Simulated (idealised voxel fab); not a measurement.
The following process module bears the name voxel self aligned vias.
Each square cell in cross-section cut measures 5 nm, and the section as a whole is 260 nm wide.
In what follows, cross-sections appear as grids of square cells, described through bands that run from the top down, where every band is one or more rows of cells. A band entry consists of two parts. The first gives the height of the band's top and the height of its bottom, in nm. The rest lists the band's materials from left to right, each with its width in nm. A single material labelled with the word "throughout" fills the band from edge to edge, and the word "air" marks empty space. Below 0: as-received wafer, all one material; heights counted from there. Lowest band: no bottom, goes on down, written "top 0, no bottom". A width such as "30 to 40" changes by the same amount from each row of cells to the next, from the band's top row to its bottom row. Any step labelled "no modification" changed none of the cells in the cross-section. "Enclosed void list" contains a list of empty spaces, each no smaller than 8 cells and without an open way to the top, written in the form width x height at distance with the distance from the left edge and all three in nm. after a step's settings: what the simulator itself notes on the step. overlay nm: for a step with a mask, the amount by which the mask lay right of where it was planned; a negative amount means left of it.

Set out below are the planned steps of the process:
- 1: RECEIVE (material Si)
- 2: CONFORMAL_DEP (material SiO2; thk nm 10)
- 3: CONFORMAL_DEP (material SiCN; thk nm 5)
- 4: DIRECTIONAL_DEP (material lowk; thk nm 20)
- 5: DIRECTIONAL_DEP (material aC; thk nm 15)
- 6: PATTERN (tone open; mask id LINES; material resist; width nm 25; pitch nm 75; thk nm 35; overlay nm 0)
- 7: DIRECTIONAL_ETCH (etch materials aC; depth nm 15)
- 8: STRIP (etch materials resist)
- 9: DIRECTIONAL_ETCH (etch materials lowk; depth nm 20)
- 10: STRIP (etch materials aC)
- 11: CONFORMAL_DEP (material TiN; thk nm 5)
- 12: FILL_DEP (material W; thk nm 10)
- 13: CMP (height nm 35)
- 14: SELECTIVE_ETCH (etch materials W Ru TiN; depth nm 5)
- 15: FILL_DEP (material SiN; thk nm 10)
- 16: CMP (height nm 35)
- 17: DIRECTIONAL_DEP (material lowk; thk nm 15)
- 18: MASKED_ETCH (tone open; mask id VIAS; width nm 45; etch materials lowk; depth nm 15; overlay nm 0)
- 19: MASKED_ETCH (tone open; mask id VIAS; width nm 45; etch materials SiN; depth nm 5; overlay nm 0)
- 20: CONFORMAL_DEP (material TiN; thk nm 5)
- 21: FILL_DEP (material Cu; thk nm 5)
- 22: CMP (height nm 50)
- 23: CONFORMAL_DEP (material SiN; thk nm 5)

As-received wafer cross-section (after step 1):
top 0, no bottom | Si throughout
Enclosed void list: none

Wafer at module end, in section. Began as above, planned as above, run with one mistake:
top 55, bottom 50 | SiN throughout
top 50, bottom 40 | lowk (70); TiN (5); Cu (35); TiN (5); lowk (145)
top 40, bottom 35 | lowk (70); TiN (20); Cu (5); TiN (20); lowk (145)
top 35, bottom 30 | lowk (85); TiN (15); lowk (60); SiN (15); lowk (85)
top 30, bottom 20 | lowk (85); TiN (5); W (5); TiN (5); lowk (60); TiN (5); W (5); TiN (5); lowk (85)
top 20, bottom 15 | lowk (85); TiN (15); lowk (60); TiN (15); lowk (85)
top 15, bottom 10 | SiCN throughout
top 10, bottom 0 | SiO2 throughout
top 0, no bottom | Si throughout
Enclosed void list: none
Deviation noted in wafer processing: for step 6, the planned setting was not used; the step was instead run as PATTERN (tone open; mask id LINES; material resist; width nm 15; pitch nm 75; thk nm 35; overlay nm 0)
